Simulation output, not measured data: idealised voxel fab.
process module | voxel trench capacitor
cross-section cut | 185 nm wide | cells 5 nm
A cross-section is a grid of square cells, given in bands from the top down. A band is one or more rows of cells.
Each band's line starts with the height of the band's top and of its bottom, in nm. Then come its materials from left to right, each with its width in nm. One material with "throughout" fills the band from edge to edge. "air" is empty space.
Height 0 is the level under which the wafer as received is all one material. The lowest band goes on downwards, as in "0 down".
A width such as "30 to 40" changes by the same amount from each row of cells to the next, from the band's top row to its bottom row.
"no change" after a step means that no cell of the cross-section changed.
closed voids: empty space of 8 cells or more with no open way to the top, each as width x height at its distance from the left edge, in nm
after a step's settings: what the simulator itself notes on the step
overlay nm, on a step with a mask: how far to the right of its planned place the mask lay; to the left if negative
plan
1 op RECEIVE | material Si
2 op CONFORMAL_DEP | material SiN | thk nm 10
3 op DIRECTIONAL_DEP | material aC | thk nm 15
4 op PATTERN | tone open | mask id TRENCH | material resist | width nm 25 | pitch nm 50 | thk nm 30 | overlay nm 0
5 op DIRECTIONAL_ETCH | etch materials aC | depth nm 15
6 op STRIP | etch materials resist
7 op DIRECTIONAL_ETCH | etch materials SiN | depth nm 10
8 op DIRECTIONAL_ETCH | etch materials Si | depth nm 35
9 op STRIP | etch materials aC
10 op CONFORMAL_DEP | material Al2O3 | thk nm 5
11 op CONFORMAL_DEP | material TiN | thk nm 5
12 op FILL_DEP | material W | thk nm 10
13 op CMP | height nm 10
first wafer, as planned
as received, after step 1
  0 down: Si throughout
  closed voids: none
after step 2
  10 to 0: SiN throughout
  below 0: unchanged
after step 3
  25 to 10: aC throughout
  below 10: unchanged
after step 4
  55 to 25: resist 55 | air 25 | resist 25 | air 25 | resist 55
  below 25: unchanged
after step 5
  40 to 25: resist 55 | air 25 | resist 25 | air 25 | resist 55
  25 to 10: aC 55 | air 25 | aC 25 | air 25 | aC 55
  below 10: unchanged
after step 6
  25 to 10: aC 55 | air 25 | aC 25 | air 25 | aC 55
  below 10: unchanged
after step 7
  25 to 10: aC 55 | air 25 | aC 25 | air 25 | aC 55
  10 to 0: SiN 55 | air 25 | SiN 25 | air 25 | SiN 55
  below 0: unchanged
after step 8
  25 to 10: aC 55 | air 25 | aC 25 | air 25 | aC 55
  10 to 0: SiN 55 | air 25 | SiN 25 | air 25 | SiN 55
  0 to -35: Si 55 | air 25 | Si 25 | air 25 | Si 55
  below -35: unchanged
after step 9
  10 to 0: SiN 55 | air 25 | SiN 25 | air 25 | SiN 55
  below 0: unchanged
after step 10
  15 to 10: Al2O3 60 | air 15 | Al2O3 35 | air 15 | Al2O3 60
  10 to 0: SiN 55 | Al2O3 5 | air 15 | Al2O3 5 | SiN 25 | Al2O3 5 | air 15 | Al2O3 5 | SiN 55
  0 to -30: Si 55 | Al2O3 5 | air 15 | Al2O3 5 | Si 25 | Al2O3 5 | air 15 | Al2O3 5 | Si 55
  -30 to -35: Si 55 | Al2O3 25 | Si 25 | Al2O3 25 | Si 55
  below -35: unchanged
after step 11
  20 to 15: TiN 65 | air 5 | TiN 45 | air 5 | TiN 65
  15 to 10: Al2O3 60 | TiN 5 | air 5 | TiN 5 | Al2O3 35 | TiN 5 | air 5 | TiN 5 | Al2O3 60
  10 to 0: SiN 55 | Al2O3 5 | TiN 5 | air 5 | TiN 5 | Al2O3 5 | SiN 25 | Al2O3 5 | TiN 5 | air 5 | TiN 5 | Al2O3 5 | SiN 55
  0 to -25: Si 55 | Al2O3 5 | TiN 5 | air 5 | TiN 5 | Al2O3 5 | Si 25 | Al2O3 5 | TiN 5 | air 5 | TiN 5 | Al2O3 5 | Si 55
  -25 to -30: Si 55 | Al2O3 5 | TiN 15 | Al2O3 5 | Si 25 | Al2O3 5 | TiN 15 | Al2O3 5 | Si 55
  below -30: unchanged
after step 12
  30 to 20: W throughout
  20 to 15: TiN 65 | W 5 | TiN 45 | W 5 | TiN 65
  15 to 10: Al2O3 60 | TiN 5 | W 5 | TiN 5 | Al2O3 35 | TiN 5 | W 5 | TiN 5 | Al2O3 60
  10 to 0: SiN 55 | Al2O3 5 | TiN 5 | W 5 | TiN 5 | Al2O3 5 | SiN 25 | Al2O3 5 | TiN 5 | W 5 | TiN 5 | Al2O3 5 | SiN 55
  0 to -25: Si 55 | Al2O3 5 | TiN 5 | W 5 | TiN 5 | Al2O3 5 | Si 25 | Al2O3 5 | TiN 5 | W 5 | TiN 5 | Al2O3 5 | Si 55
  below -25: unchanged
after step 13
  10 to 0: SiN 55 | Al2O3 5 | TiN 5 | W 5 | TiN 5 | Al2O3 5 | SiN 25 | Al2O3 5 | TiN 5 | W 5 | TiN 5 | Al2O3 5 | SiN 55
  below 0: unchanged
second wafer: like start, like plan, one mistake. Through step 3 it matches the first wafer
when step 4 should have ended
  55 to 25: resist 45 | air 25 | resist 25 | air 25 | resist 65
  below 25: unchanged
when step 5 should have ended
  40 to 25: resist 45 | air 25 | resist 25 | air 25 | resist 65
  25 to 10: aC 45 | air 25 | aC 25 | air 25 | aC 65
  below 10: unchanged
when step 6 should have ended
  25 to 10: aC 45 | air 25 | aC 25 | air 25 | aC 65
  below 10: unchanged
when step 7 should have ended
  25 to 10: aC 45 | air 25 | aC 25 | air 25 | aC 65
  10 to 0: SiN 45 | air 25 | SiN 25 | air 25 | SiN 65
  below 0: unchanged
when step 8 should have ended
  25 to 10: aC 45 | air 25 | aC 25 | air 25 | aC 65
  10 to 0: SiN 45 | air 25 | SiN 25 | air 25 | SiN 65
  0 to -35: Si 45 | air 25 | Si 25 | air 25 | Si 65
  below -35: unchanged
when step 9 should have ended
  10 to 0: SiN 45 | air 25 | SiN 25 | air 25 | SiN 65
  below 0: unchanged
when step 10 should have ended
  15 to 10: Al2O3 50 | air 15 | Al2O3 35 | air 15 | Al2O3 70
  10 to 0: SiN 45 | Al2O3 5 | air 15 | Al2O3 5 | SiN 25 | Al2O3 5 | air 15 | Al2O3 5 | SiN 65
  0 to -30: Si 45 | Al2O3 5 | air 15 | Al2O3 5 | Si 25 | Al2O3 5 | air 15 | Al2O3 5 | Si 65
  -30 to -35: Si 45 | Al2O3 25 | Si 25 | Al2O3 25 | Si 65
  below -35: unchanged
when step 11 should have ended
  20 to 15: TiN 55 | air 5 | TiN 45 | air 5 | TiN 75
  15 to 10: Al2O3 50 | TiN 5 | air 5 | TiN 5 | Al2O3 35 | TiN 5 | air 5 | TiN 5 | Al2O3 70
  10 to 0: SiN 45 | Al2O3 5 | TiN 5 | air 5 | TiN 5 | Al2O3 5 | SiN 25 | Al2O3 5 | TiN 5 | air 5 | TiN 5 | Al2O3 5 | SiN 65
  0 to -25: Si 45 | Al2O3 5 | TiN 5 | air 5 | TiN 5 | Al2O3 5 | Si 25 | Al2O3 5 | TiN 5 | air 5 | TiN 5 | Al2O3 5 | Si 65
  -25 to -30: Si 45 | Al2O3 5 | TiN 15 | Al2O3 5 | Si 25 | Al2O3 5 | TiN 15 | Al2O3 5 | Si 65
  below -30: unchanged
when step 12 should have ended
  30 to 20: W throughout
  20 to 15: TiN 55 | W 5 | TiN 45 | W 5 | TiN 75
  15 to 10: Al2O3 50 | TiN 5 | W 5 | TiN 5 | Al2O3 35 | TiN 5 | W 5 | TiN 5 | Al2O3 70
  10 to 0: SiN 45 | Al2O3 5 | TiN 5 | W 5 | TiN 5 | Al2O3 5 | SiN 25 | Al2O3 5 | TiN 5 | W 5 | TiN 5 | Al2O3 5 | SiN 65
  0 to -25: Si 45 | Al2O3 5 | TiN 5 | W 5 | TiN 5 | Al2O3 5 | Si 25 | Al2O3 5 | TiN 5 | W 5 | TiN 5 | Al2O3 5 | Si 65
  below -25: unchanged
when step 13 should have ended
  10 to 0: SiN 45 | Al2O3 5 | TiN 5 | W 5 | TiN 5 | Al2O3 5 | SiN 25 | Al2O3 5 | TiN 5 | W 5 | TiN 5 | Al2O3 5 | SiN 65
  below 0: unchanged
what went wrong: step 4 ran as: op PATTERN | tone open | mask id TRENCH | material resist | width nm 25 | pitch nm 50 | thk nm 30 | overlay nm -10
at the end the second wafer has, in cells: as many of each material as the first, in other places
